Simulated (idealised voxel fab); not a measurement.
The following process module bears the name voxel gate over fins.
The figure presents cross-section cut, which has a width of 170 nm and is divided into square cells with an edge length of 5 nm.
A cross-section is a grid of square cells, given in bands from the top down. A band is one or more rows of cells.
Each band's line starts with the height of the band's top and of its bottom, in nm. Then come its materials from left to right, each with its width in nm. One material with "everywhere" fills the band from edge to edge. "empty" is empty space.
Height datum 0, below which the as-received substrate wafer is one material. Lowest band open at the bottom, running downward: "from 0 down".
It should be noted that a width expressed as "30->40" varies in equal increments from row to row of cells within the band, taking the value of the first number at the top row and that of the second number at the bottom row.
Reading "no modifications" for a step: not a cell of the cross-section changed in it.
Closed-off voids of 8+ cells (no open route to the top) go in "Tabulated closed voids", written width x height at distance from the left edge, in nm.
Heads up: the bit after the settings on a step's line is the simulator's remark on that step.
overlay nm: how far to the right of its planned place the mask lay on this masked step (negative: to the left).
# Listed below are the process steps as planned
1 RECEIVE with material Si
2 CONFORMAL_DEP with material SiN, thk nm 5
3 DIRECTIONAL_DEP with material aC, thk nm 10
4 PATTERN with tone cover, mask id FINS, material resist, width nm 15, pitch nm 55, thk nm 30, overlay nm 0
5 DIRECTIONAL_ETCH with etch materials aC, depth nm 10
6 STRIP with etch materials resist
7 DIRECTIONAL_ETCH with etch materials SiN, depth nm 5
8 DIRECTIONAL_ETCH with etch materials Si, depth nm 30
9 STRIP with etch materials aC
10 OXIDIZE with depth nm 5
11 FILL_DEP with material SiO2, thk nm 5
12 CMP with height nm 5
13 MASKED_ETCH with tone open, mask id RAIL, width nm 15, etch materials SiO2, depth nm 30, overlay nm 0
14 CONFORMAL_DEP with material TiN, thk nm 5
15 FILL_DEP with material W, thk nm 5
16 CMP with height nm 5
17 SELECTIVE_ETCH with etch materials W Ru TiN, depth nm 25
18 FILL_DEP with material SiO2, thk nm 5
19 CMP with height nm 5
20 SELECTIVE_ETCH with etch materials SiO2, depth nm 20
21 STRIP with etch materials SiN
22 CONFORMAL_DEP with material HfO2, thk nm 5
23 CONFORMAL_DEP with material TiN, thk nm 5
24 FILL_DEP with material W, thk nm 15
25 CMP with height nm 20
26 CONFORMAL_DEP with material SiN, thk nm 10
# The first of two wafers, run as planned
# Here's what the wafer looked like in cross-section when it arrived - that's after step 1
- from 0 down: Si everywhere
- Tabulated closed voids: none
# So this is the wafer cross-section right after step 2
- from 5 to 0: SiN everywhere
- Lower than 0, everything is as it was.
# So this is the wafer cross-section right after step 3
- from 15 to 5: aC everywhere
- Lower than 5, everything is as it was.
# So this is the wafer cross-section right after step 4
- from 45 to 15: empty 20 nm, resist 15 nm, empty 40 nm, resist 15 nm, empty 40 nm, resist 15 nm, empty 25 nm
- Lower than 15, everything is as it was.
# So this is the wafer cross-section right after step 5
- from 35 to 15: empty 20 nm, resist 15 nm, empty 40 nm, resist 15 nm, empty 40 nm, resist 15 nm, empty 25 nm
- from 15 to 5: empty 20 nm, aC 15 nm, empty 40 nm, aC 15 nm, empty 40 nm, aC 15 nm, empty 25 nm
- Lower than 5, everything is as it was.
# So this is the wafer cross-section right after step 6
- from 15 to 5: empty 20 nm, aC 15 nm, empty 40 nm, aC 15 nm, empty 40 nm, aC 15 nm, empty 25 nm
- Lower than 5, everything is as it was.
# So this is the wafer cross-section right after step 7
- from 15 to 5: empty 20 nm, aC 15 nm, empty 40 nm, aC 15 nm, empty 40 nm, aC 15 nm, empty 25 nm
- from 5 to 0: empty 20 nm, SiN 15 nm, empty 40 nm, SiN 15 nm, empty 40 nm, SiN 15 nm, empty 25 nm
- Lower than 0, everything is as it was.
# So this is the wafer cross-section right after step 8
- from 15 to 5: empty 20 nm, aC 15 nm, empty 40 nm, aC 15 nm, empty 40 nm, aC 15 nm, empty 25 nm
- from 5 to 0: empty 20 nm, SiN 15 nm, empty 40 nm, SiN 15 nm, empty 40 nm, SiN 15 nm, empty 25 nm
- from 0 to -30: empty 20 nm, Si 15 nm, empty 40 nm, Si 15 nm, empty 40 nm, Si 15 nm, empty 25 nm
- Lower than -30, everything is as it was.
# So this is the wafer cross-section right after step 9
- from 5 to 0: empty 20 nm, SiN 15 nm, empty 40 nm, SiN 15 nm, empty 40 nm, SiN 15 nm, empty 25 nm
- Lower than 0, everything is as it was.
# So this is the wafer cross-section right after step 10
- from 5 to 0: empty 20 nm, SiN 15 nm, empty 40 nm, SiN 15 nm, empty 40 nm, SiN 15 nm, empty 25 nm
- from 0 to -30: empty 20 nm, SiO2 5 nm, Si 5 nm, SiO2 5 nm, empty 40 nm, SiO2 5 nm, Si 5 nm, SiO2 5 nm, empty 40 nm, SiO2 5 nm, Si 5 nm, SiO2 5 nm, empty 25 nm
- from -30 to -35: SiO2 25 nm, Si 5 nm, SiO2 50 nm, Si 5 nm, SiO2 50 nm, Si 5 nm, SiO2 30 nm
- Lower than -35, everything is as it was.
# So this is the wafer cross-section right after step 11
- from 10 to 5: SiO2 everywhere
- from 5 to 0: SiO2 20 nm, SiN 15 nm, SiO2 40 nm, SiN 15 nm, SiO2 40 nm, SiN 15 nm, SiO2 25 nm
- from 0 to -35: SiO2 25 nm, Si 5 nm, SiO2 50 nm, Si 5 nm, SiO2 50 nm, Si 5 nm, SiO2 30 nm
- Lower than -35, everything is as it was.
# So this is the wafer cross-section right after step 12
- from 5 to 0: SiO2 20 nm, SiN 15 nm, SiO2 40 nm, SiN 15 nm, SiO2 40 nm, SiN 15 nm, SiO2 25 nm
- Lower than 0, everything is as it was.
# So this is the wafer cross-section right after step 13
- from 5 to 0: SiO2 20 nm, SiN 15 nm, SiO2 10 nm, empty 15 nm, SiO2 15 nm, SiN 15 nm, SiO2 40 nm, SiN 15 nm, SiO2 25 nm
- from 0 to -25: SiO2 25 nm, Si 5 nm, SiO2 15 nm, empty 15 nm, SiO2 20 nm, Si 5 nm, SiO2 50 nm, Si 5 nm, SiO2 30 nm
- Lower than -25, everything is as it was.
# So this is the wafer cross-section right after step 14
- from 10 to 5: TiN 50 nm, empty 5 nm, TiN 115 nm
- from 5 to 0: SiO2 20 nm, SiN 15 nm, SiO2 10 nm, TiN 5 nm, empty 5 nm, TiN 5 nm, SiO2 15 nm, SiN 15 nm, SiO2 40 nm, SiN 15 nm, SiO2 25 nm
- from 0 to -20: SiO2 25 nm, Si 5 nm, SiO2 15 nm, TiN 5 nm, empty 5 nm, TiN 5 nm, SiO2 20 nm, Si 5 nm, SiO2 50 nm, Si 5 nm, SiO2 30 nm
- from -20 to -25: SiO2 25 nm, Si 5 nm, SiO2 15 nm, TiN 15 nm, SiO2 20 nm, Si 5 nm, SiO2 50 nm, Si 5 nm, SiO2 30 nm
- Lower than -25, everything is as it was.
# So this is the wafer cross-section right after step 15
- from 15 to 10: W everywhere
- from 10 to 5: TiN 50 nm, W 5 nm, TiN 115 nm
- from 5 to 0: SiO2 20 nm, SiN 15 nm, SiO2 10 nm, TiN 5 nm, W 5 nm, TiN 5 nm, SiO2 15 nm, SiN 15 nm, SiO2 40 nm, SiN 15 nm, SiO2 25 nm
- from 0 to -20: SiO2 25 nm, Si 5 nm, SiO2 15 nm, TiN 5 nm, W 5 nm, TiN 5 nm, SiO2 20 nm, Si 5 nm, SiO2 50 nm, Si 5 nm, SiO2 30 nm
- Lower than -20, everything is as it was.
# So this is the wafer cross-section right after step 16
- from 5 to 0: SiO2 20 nm, SiN 15 nm, SiO2 10 nm, TiN 5 nm, W 5 nm, TiN 5 nm, SiO2 15 nm, SiN 15 nm, SiO2 40 nm, SiN 15 nm, SiO2 25 nm
- Lower than 0, everything is as it was.
# So this is the wafer cross-section right after step 17
- from 5 to 0: SiO2 20 nm, SiN 15 nm, SiO2 10 nm, empty 15 nm, SiO2 15 nm, SiN 15 nm, SiO2 40 nm, SiN 15 nm, SiO2 25 nm
- from 0 to -20: SiO2 25 nm, Si 5 nm, SiO2 15 nm, empty 15 nm, SiO2 20 nm, Si 5 nm, SiO2 50 nm, Si 5 nm, SiO2 30 nm
- Lower than -20, everything is as it was.
# So this is the wafer cross-section right after step 18
- from 10 to 5: SiO2 everywhere
- from 5 to 0: SiO2 20 nm, SiN 15 nm, SiO2 40 nm, SiN 15 nm, SiO2 40 nm, SiN 15 nm, SiO2 25 nm
- from 0 to -20: SiO2 25 nm, Si 5 nm, SiO2 50 nm, Si 5 nm, SiO2 50 nm, Si 5 nm, SiO2 30 nm
- Lower than -20, everything is as it was.
# So this is the wafer cross-section right after step 19
- from 5 to 0: SiO2 20 nm, SiN 15 nm, SiO2 40 nm, SiN 15 nm, SiO2 40 nm, SiN 15 nm, SiO2 25 nm
- Lower than 0, everything is as it was.
# So this is the wafer cross-section right after step 20
- from 5 to 0: empty 20 nm, SiN 15 nm, empty 40 nm, SiN 15 nm, empty 40 nm, SiN 15 nm, empty 25 nm
- from 0 to -15: empty 25 nm, Si 5 nm, empty 50 nm, Si 5 nm, empty 50 nm, Si 5 nm, empty 30 nm
- Lower than -15, everything is as it was.
# So this is the wafer cross-section right after step 21
- from 0 to -15: empty 25 nm, Si 5 nm, empty 50 nm, Si 5 nm, empty 50 nm, Si 5 nm, empty 30 nm
- Lower than -15, everything is as it was.
# So this is the wafer cross-section right after step 22
- from 5 to 0: empty 20 nm, HfO2 15 nm, empty 40 nm, HfO2 15 nm, empty 40 nm, HfO2 15 nm, empty 25 nm
- from 0 to -10: empty 20 nm, HfO2 5 nm, Si 5 nm, HfO2 5 nm, empty 40 nm, HfO2 5 nm, Si 5 nm, HfO2 5 nm, empty 40 nm, HfO2 5 nm, Si 5 nm, HfO2 5 nm, empty 25 nm
- from -10 to -15: HfO2 25 nm, Si 5 nm, HfO2 50 nm, Si 5 nm, HfO2 50 nm, Si 5 nm, HfO2 30 nm
- Lower than -15, everything is as it was.
# So this is the wafer cross-section right after step 23
- from 10 to 5: empty 15 nm, TiN 25 nm, empty 30 nm, TiN 25 nm, empty 30 nm, TiN 25 nm, empty 20 nm
- from 5 to 0: empty 15 nm, TiN 5 nm, HfO2 15 nm, TiN 5 nm, empty 30 nm, TiN 5 nm, HfO2 15 nm, TiN 5 nm, empty 30 nm, TiN 5 nm, HfO2 15 nm, TiN 5 nm, empty 20 nm
- from 0 to -5: empty 15 nm, TiN 5 nm, HfO2 5 nm, Si 5 nm, HfO2 5 nm, TiN 5 nm, empty 30 nm, TiN 5 nm, HfO2 5 nm, Si 5 nm, HfO2 5 nm, TiN 5 nm, empty 30 nm, TiN 5 nm, HfO2 5 nm, Si 5 nm, HfO2 5 nm, TiN 5 nm, empty 20 nm
- from -5 to -10: TiN 20 nm, HfO2 5 nm, Si 5 nm, HfO2 5 nm, TiN 40 nm, HfO2 5 nm, Si 5 nm, HfO2 5 nm, TiN 40 nm, HfO2 5 nm, Si 5 nm, HfO2 5 nm, TiN 25 nm
- Lower than -10, everything is as it was.
# So this is the wafer cross-section right after step 24
- from 25 to 10: W everywhere
- from 10 to 5: W 15 nm, TiN 25 nm, W 30 nm, TiN 25 nm, W 30 nm, TiN 25 nm, W 20 nm
- from 5 to 0: W 15 nm, TiN 5 nm, HfO2 15 nm, TiN 5 nm, W 30 nm, TiN 5 nm, HfO2 15 nm, TiN 5 nm, W 30 nm, TiN 5 nm, HfO2 15 nm, TiN 5 nm, W 20 nm
- from 0 to -5: W 15 nm, TiN 5 nm, HfO2 5 nm, Si 5 nm, HfO2 5 nm, TiN 5 nm, W 30 nm, TiN 5 nm, HfO2 5 nm, Si 5 nm, HfO2 5 nm, TiN 5 nm, W 30 nm, TiN 5 nm, HfO2 5 nm, Si 5 nm, HfO2 5 nm, TiN 5 nm, W 20 nm
- Lower than -5, everything is as it was.
# So this is the wafer cross-section right after step 25
- from 20 to 10: W everywhere
- Lower than 10, everything is as it was.
# So this is the wafer cross-section right after step 26
- from 30 to 20: SiN everywhere
- Lower than 20, everything is as it was.
# Here the second wafer is described. Its start and its plan were those of the first wafer. Its run contained one mistake. Up to and including step 21, it did exactly what the first wafer did
Second wafer, cross-section, planned end of step 22: no modifications
# Second wafer, cross-section, planned end of step 23
- from 5 to 0: empty 20 nm, TiN 15 nm, empty 40 nm, TiN 15 nm, empty 40 nm, TiN 15 nm, empty 25 nm
- from 0 to -10: empty 20 nm, TiN 5 nm, Si 5 nm, TiN 5 nm, empty 40 nm, TiN 5 nm, Si 5 nm, TiN 5 nm, empty 40 nm, TiN 5 nm, Si 5 nm, TiN 5 nm, empty 25 nm
- from -10 to -15: TiN 25 nm, Si 5 nm, TiN 50 nm, Si 5 nm, TiN 50 nm, Si 5 nm, TiN 30 nm
- Lower than -15, everything is as it was.
# Second wafer, cross-section, planned end of step 24
- from 20 to 5: W everywhere
- from 5 to 0: W 20 nm, TiN 15 nm, W 40 nm, TiN 15 nm, W 40 nm, TiN 15 nm, W 25 nm
- from 0 to -10: W 20 nm, TiN 5 nm, Si 5 nm, TiN 5 nm, W 40 nm, TiN 5 nm, Si 5 nm, TiN 5 nm, W 40 nm, TiN 5 nm, Si 5 nm, TiN 5 nm, W 25 nm
- Lower than -10, everything is as it was.
Second wafer, cross-section, planned end of step 25: no modifications
# Second wafer, cross-section, planned end of step 26
- from 30 to 20: SiN everywhere
- Lower than 20, everything is as it was.
Here's what went sideways: no execution of plan step 22; skipped
Once processing is complete, comparing cell counts shows that the second wafer has more or fewer of certain materials than the first: HfO2 -52 | W +52
